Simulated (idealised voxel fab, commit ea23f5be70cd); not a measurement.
process module | voxel gate over fins
cross-section cut | 150 nm wide | cells 5 nm
A cross-section is a grid of square cells, given in bands from the top down. A band is one or more rows of cells.
Each band's line starts with the height of the band's top and of its bottom, in nm. Then come its materials from left to right, each with its width in nm. One material with "throughout" fills the band from edge to edge. "air" is empty space.
Height 0 is the level under which the wafer as received is all one material. The lowest band goes on downwards, as in "0 down".
A width such as "30 to 40" changes by the same amount from each row of cells to the next, from the band's top row to its bottom row.
"no change" after a step means that no cell of the cross-section changed.
closed voids: empty space of 8 cells or more with no open way to the top, each as width x height at its distance from the left edge, in nm
after a step's settings: what the simulator itself notes on the step
overlay nm, on a step with a mask: how far to the right of its planned place the mask lay; to the left if negative
plan
1 op RECEIVE | material Si
2 op CONFORMAL_DEP | material SiN | thk nm 5
3 op DIRECTIONAL_DEP | material aC | thk nm 10
4 op PATTERN | tone cover | mask id FINS | material resist | width nm 15 | pitch nm 40 | thk nm 25 | overlay nm 0
5 op DIRECTIONAL_ETCH | etch materials aC | depth nm 10
6 op STRIP | etch materials resist
7 op DIRECTIONAL_ETCH | etch materials SiN | depth nm 5
8 op DIRECTIONAL_ETCH | etch materials Si | depth nm 30
9 op STRIP | etch materials aC
10 op FILL_DEP | material SiO2 | thk nm 10
11 op CMP | height nm 5
12 op SELECTIVE_ETCH | etch materials SiO2 | depth nm 15
13 op STRIP | etch materials SiN
14 op CONFORMAL_DEP | material HfO2 | thk nm 5
15 op CONFORMAL_DEP | material TiN | thk nm 5
16 op FILL_DEP | material W | thk nm 10
17 op CMP | height nm 15
18 op CONFORMAL_DEP | material SiN | thk nm 5
first wafer, as planned
as received, after step 1
  0 down: Si throughout
  closed voids: none
after step 2
  5 to 0: SiN throughout
  below 0: unchanged
after step 3
  15 to 5: aC throughout
  below 5: unchanged
after step 4
  40 to 15: air 45 | resist 15 | air 25 | resist 15 | air 50
  below 15: unchanged
after step 5
  30 to 15: air 45 | resist 15 | air 25 | resist 15 | air 50
  15 to 5: air 45 | aC 15 | air 25 | aC 15 | air 50
  below 5: unchanged
after step 6
  15 to 5: air 45 | aC 15 | air 25 | aC 15 | air 50
  below 5: unchanged
after step 7
  15 to 5: air 45 | aC 15 | air 25 | aC 15 | air 50
  5 to 0: air 45 | SiN 15 | air 25 | SiN 15 | air 50
  below 0: unchanged
after step 8
  15 to 5: air 45 | aC 15 | air 25 | aC 15 | air 50
  5 to 0: air 45 | SiN 15 | air 25 | SiN 15 | air 50
  0 to -30: air 45 | Si 15 | air 25 | Si 15 | air 50
  below -30: unchanged
after step 9
  5 to 0: air 45 | SiN 15 | air 25 | SiN 15 | air 50
  below 0: unchanged
after step 10
  15 to 5: SiO2 throughout
  5 to 0: SiO2 45 | SiN 15 | SiO2 25 | SiN 15 | SiO2 50
  0 to -30: SiO2 45 | Si 15 | SiO2 25 | Si 15 | SiO2 50
  below -30: unchanged
after step 11
  5 to 0: SiO2 45 | SiN 15 | SiO2 25 | SiN 15 | SiO2 50
  below 0: unchanged
after step 12
  5 to 0: air 45 | SiN 15 | air 25 | SiN 15 | air 50
  0 to -10: air 45 | Si 15 | air 25 | Si 15 | air 50
  below -10: unchanged
after step 13
  0 to -10: air 45 | Si 15 | air 25 | Si 15 | air 50
  below -10: unchanged
after step 14
  5 to 0: air 40 | HfO2 25 | air 15 | HfO2 25 | air 45
  0 to -5: air 40 | HfO2 5 | Si 15 | HfO2 5 | air 15 | HfO2 5 | Si 15 | HfO2 5 | air 45
  -5 to -10: HfO2 45 | Si 15 | HfO2 25 | Si 15 | HfO2 50
  below -10: unchanged
after step 15
  10 to 5: air 35 | TiN 35 | air 5 | TiN 35 | air 40
  5 to 0: air 35 | TiN 5 | HfO2 25 | TiN 5 | air 5 | TiN 5 | HfO2 25 | TiN 5 | air 40
  0 to -5: TiN 40 | HfO2 5 | Si 15 | HfO2 5 | TiN 15 | HfO2 5 | Si 15 | HfO2 5 | TiN 45
  below -5: unchanged
after step 16
  20 to 10: W throughout
  10 to 5: W 35 | TiN 35 | W 5 | TiN 35 | W 40
  5 to 0: W 35 | TiN 5 | HfO2 25 | TiN 5 | W 5 | TiN 5 | HfO2 25 | TiN 5 | W 40
  below 0: unchanged
after step 17
  15 to 10: W throughout
  below 10: unchanged
after step 18
  20 to 15: SiN throughout
  below 15: unchanged
second wafer: like start, like plan, one mistake. Through step 10 it matches the first wafer
when step 11 should have ended
  -5 to -30: SiO2 45 | Si 15 | SiO2 25 | Si 15 | SiO2 50
  below -30: unchanged
when step 12 should have ended
  -5 to -20: air 45 | Si 15 | air 25 | Si 15 | air 50
  below -20: unchanged
when step 13 should have ended: no change
when step 14 should have ended
  0 to -5: air 40 | HfO2 25 | air 15 | HfO2 25 | air 45
  -5 to -15: air 40 | HfO2 5 | Si 15 | HfO2 5 | air 15 | HfO2 5 | Si 15 | HfO2 5 | air 45
  -15 to -20: HfO2 45 | Si 15 | HfO2 25 | Si 15 | HfO2 50
  below -20: unchanged
when step 15 should have ended
  5 to 0: air 35 | TiN 35 | air 5 | TiN 35 | air 40
  0 to -5: air 35 | TiN 5 | HfO2 25 | TiN 5 | air 5 | TiN 5 | HfO2 25 | TiN 5 | air 40
  -5 to -10: air 35 | TiN 5 | HfO2 5 | Si 15 | HfO2 5 | TiN 5 | air 5 | TiN 5 | HfO2 5 | Si 15 | HfO2 5 | TiN 5 | air 40
  -10 to -15: TiN 40 | HfO2 5 | Si 15 | HfO2 5 | TiN 15 | HfO2 5 | Si 15 | HfO2 5 | TiN 45
  below -15: unchanged
when step 16 should have ended
  15 to 5: W throughout
  5 to 0: W 35 | TiN 35 | W 5 | TiN 35 | W 40
  0 to -5: W 35 | TiN 5 | HfO2 25 | TiN 5 | W 5 | TiN 5 | HfO2 25 | TiN 5 | W 40
  -5 to -10: W 35 | TiN 5 | HfO2 5 | Si 15 | HfO2 5 | TiN 5 | W 5 | TiN 5 | HfO2 5 | Si 15 | HfO2 5 | TiN 5 | W 40
  below -10: unchanged
when step 17 should have ended: no change
when step 18 should have ended
  20 to 15: SiN throughout
  below 15: unchanged
what went wrong: step 11 ran as: op CMP | height nm -5
at the end the second wafer has, in cells: 4 more of HfO2 | 6 fewer of Si | 48 fewer of SiO2 | 4 more of TiN | 46 more of W
